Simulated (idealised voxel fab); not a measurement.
Name of the process module below: voxel self aligned vias
Section cut is 205 nm wide and gridded with 5 nm square cells.
A cross-section in this document is a grid of square cells, and it is written down as bands, the top band listed before the ones below it; a band is made up of one or more rows of cells.
First you get the band's top height and its bottom height, in nm, and then the materials it's made of, left to right, with each width in nm. If you see a single material with "everywhere", that one covers the band edge to edge. "blank" is empty space.
Convention: height 0 is the level below which the wafer, as received, is all one material. The lowest band does not terminate at the bottom but continues downward, represented as "0 and below".
Read "30 to 40" as a graded width: first number on top, second number at the bottom, same change between each pair of neighbouring rows.
"stayed the same" means the step left every cell of the cross-section as it was.
Look at "Sealed cavities" for the closed voids: empty spaces with no open path to the top, sized 8 cells or up. Each is width x height at distance, distance from the left edge, all nm.
Post-settings text on a step line: simulator's own remark regarding the step.
overlay nm: where the mask lay relative to plan, measured to the right, on steps with a mask; negatives go left.

LISTED BELOW ARE THE PROCESS STEPS AS PLANNED
1) op RECEIVE | material Si
2) op CONFORMAL_DEP | material SiO2 | thk nm 10
3) op CONFORMAL_DEP | material SiCN | thk nm 5
4) op DIRECTIONAL_DEP | material lowk | thk nm 30
5) op MASKED_ETCH | tone open | mask id LINES | width nm 20 | pitch nm 50 | etch materials lowk | depth nm 30 | overlay nm 0
6) op CONFORMAL_DEP | material TiN | thk nm 5
7) op FILL_DEP | material W | thk nm 10
8) op CMP | height nm 45
9) op SELECTIVE_ETCH | etch materials W Ru TiN | depth nm 5
10) op FILL_DEP | material SiN | thk nm 10
11) op CMP | height nm 45
12) op DIRECTIONAL_DEP | material lowk | thk nm 20
13) op MASKED_ETCH | tone open | mask id VIAS | width nm 30 | pitch nm 50 | etch materials lowk | depth nm 20 | overlay nm 0
14) op MASKED_ETCH | tone open | mask id VIAS | width nm 30 | pitch nm 50 | etch materials SiN | depth nm 5 | overlay nm 0
15) op CONFORMAL_DEP | material TiN | thk nm 5
16) op FILL_DEP | material Cu | thk nm 10
17) op CMP | height nm 65
18) op CONFORMAL_DEP | material SiN | thk nm 5

RUN AS PLANNED: FIRST OF TWO WAFERS

INCOMING WAFER IN CROSS-SECTION (STATE: AFTER STEP 1)
  0 and below  Si everywhere
  Sealed cavities: none

STEP 2 DONE - WAFER CROSS-SECTION
  10 down to 0  SiO2 everywhere
  Below a height of 0, the structure has not been altered.

STEP 3 DONE - WAFER CROSS-SECTION
  15 down to 10  SiCN everywhere
  Below a height of 10, the structure has not been altered.

STEP 4 DONE - WAFER CROSS-SECTION
  45 down to 15  lowk everywhere
  Below a height of 15, the structure has not been altered.

STEP 5 DONE - WAFER CROSS-SECTION
  45 down to 15  lowk (65); blank (20); lowk (30); blank (20); lowk (70)
  Below a height of 15, the structure has not been altered.

STEP 6 DONE - WAFER CROSS-SECTION
  50 down to 45  TiN (70); blank (10); TiN (40); blank (10); TiN (75)
  45 down to 20  lowk (65); TiN (5); blank (10); TiN (5); lowk (30); TiN (5); blank (10); TiN (5); lowk (70)
  20 down to 15  lowk (65); TiN (20); lowk (30); TiN (20); lowk (70)
  Below a height of 15, the structure has not been altered.

STEP 7 DONE - WAFER CROSS-SECTION
  60 down to 50  W everywhere
  50 down to 45  TiN (70); W (10); TiN (40); W (10); TiN (75)
  45 down to 20  lowk (65); TiN (5); W (10); TiN (5); lowk (30); TiN (5); W (10); TiN (5); lowk (70)
  Below a height of 20, the structure has not been altered.

STEP 8 DONE - WAFER CROSS-SECTION
  45 down to 20  lowk (65); TiN (5); W (10); TiN (5); lowk (30); TiN (5); W (10); TiN (5); lowk (70)
  Below a height of 20, the structure has not been altered.

STEP 9 DONE - WAFER CROSS-SECTION
  45 down to 40  lowk (65); blank (20); lowk (30); blank (20); lowk (70)
  Below a height of 40, the structure has not been altered.

STEP 10 DONE - WAFER CROSS-SECTION
  55 down to 45  SiN everywhere
  45 down to 40  lowk (65); SiN (20); lowk (30); SiN (20); lowk (70)
  Below a height of 40, the structure has not been altered.

STEP 11 DONE - WAFER CROSS-SECTION
  45 down to 40  lowk (65); SiN (20); lowk (30); SiN (20); lowk (70)
  Below a height of 40, the structure has not been altered.

STEP 12 DONE - WAFER CROSS-SECTION
  65 down to 45  lowk everywhere
  Below a height of 45, the structure has not been altered.

STEP 13 DONE - WAFER CROSS-SECTION
  65 down to 45  lowk (60); blank (30); lowk (20); blank (30); lowk (65)
  Below a height of 45, the structure has not been altered.

STEP 14 DONE - WAFER CROSS-SECTION
  65 down to 45  lowk (60); blank (30); lowk (20); blank (30); lowk (65)
  45 down to 40  lowk (65); blank (20); lowk (30); blank (20); lowk (70)
  Below a height of 40, the structure has not been altered.

STEP 15 DONE - WAFER CROSS-SECTION
  70 down to 65  TiN (65); blank (20); TiN (30); blank (20); TiN (70)
  65 down to 50  lowk (60); TiN (5); blank (20); TiN (5); lowk (20); TiN (5); blank (20); TiN (5); lowk (65)
  50 down to 45  lowk (60); TiN (10); blank (10); TiN (10); lowk (20); TiN (10); blank (10); TiN (10); lowk (65)
  45 down to 40  lowk (65); TiN (20); lowk (30); TiN (20); lowk (70)
  Below a height of 40, the structure has not been altered.

STEP 16 DONE - WAFER CROSS-SECTION
  80 down to 70  Cu everywhere
  70 down to 65  TiN (65); Cu (20); TiN (30); Cu (20); TiN (70)
  65 down to 50  lowk (60); TiN (5); Cu (20); TiN (5); lowk (20); TiN (5); Cu (20); TiN (5); lowk (65)
  50 down to 45  lowk (60); TiN (10); Cu (10); TiN (10); lowk (20); TiN (10); Cu (10); TiN (10); lowk (65)
  Below a height of 45, the structure has not been altered.

STEP 17 DONE - WAFER CROSS-SECTION
  65 down to 50  lowk (60); TiN (5); Cu (20); TiN (5); lowk (20); TiN (5); Cu (20); TiN (5); lowk (65)
  Below a height of 50, the structure has not been altered.

STEP 18 DONE - WAFER CROSS-SECTION
  70 down to 65  SiN everywhere
  Below a height of 65, the structure has not been altered.

SECOND WAFER. START AND PLAN AS FOR THE FIRST. ONE MISTAKE MADE IN RUNNING. AGREES WITH THE FIRST UP TO AND INCLUDING STEP 12

SECOND WAFER SHOWN IN CROSS-SECTION AT THE TIME STEP 13 WAS SLATED TO END
  65 down to 45  lowk (60); blank (30); lowk (20); blank (30); lowk (65)
  45 down to 40  lowk (60); blank (5); SiN (20); blank (5); lowk (20); blank (5); SiN (20); blank (5); lowk (65)
  40 down to 25  lowk (60); blank (5); TiN (5); W (10); TiN (5); blank (5); lowk (20); blank (5); TiN (5); W (10); TiN (5); blank (5); lowk (65)
  Below a height of 25, the structure has not been altered.

SECOND WAFER SHOWN IN CROSS-SECTION AT THE TIME STEP 14 WAS SLATED TO END
  65 down to 40  lowk (60); blank (30); lowk (20); blank (30); lowk (65)
  Below a height of 40, the structure has not been altered.

SECOND WAFER SHOWN IN CROSS-SECTION AT THE TIME STEP 15 WAS SLATED TO END
  70 down to 65  TiN (65); blank (20); TiN (30); blank (20); TiN (70)
  65 down to 45  lowk (60); TiN (5); blank (20); TiN (5); lowk (20); TiN (5); blank (20); TiN (5); lowk (65)
  45 down to 40  lowk (60); TiN (30); lowk (20); TiN (30); lowk (65)
  40 down to 25  lowk (60); TiN (10); W (10); TiN (10); lowk (20); TiN (10); W (10); TiN (10); lowk (65)
  Below a height of 25, the structure has not been altered.

SECOND WAFER SHOWN IN CROSS-SECTION AT THE TIME STEP 16 WAS SLATED TO END
  80 down to 70  Cu everywhere
  70 down to 65  TiN (65); Cu (20); TiN (30); Cu (20); TiN (70)
  65 down to 45  lowk (60); TiN (5); Cu (20); TiN (5); lowk (20); TiN (5); Cu (20); TiN (5); lowk (65)
  Below a height of 45, the structure has not been altered.

SECOND WAFER SHOWN IN CROSS-SECTION AT THE TIME STEP 17 WAS SLATED TO END
  65 down to 45  lowk (60); TiN (5); Cu (20); TiN (5); lowk (20); TiN (5); Cu (20); TiN (5); lowk (65)
  Below a height of 45, the structure has not been altered.

SECOND WAFER SHOWN IN CROSS-SECTION AT THE TIME STEP 18 WAS SLATED TO END
  70 down to 65  SiN everywhere
  Below a height of 65, the structure has not been altered.
Finding, execution versus plan: execution of plan step 13 occurred twice
Wafer comparison, final, in cells, second relative to first, materials more or fewer: +4 Cu, +12 TiN, -16 lowk
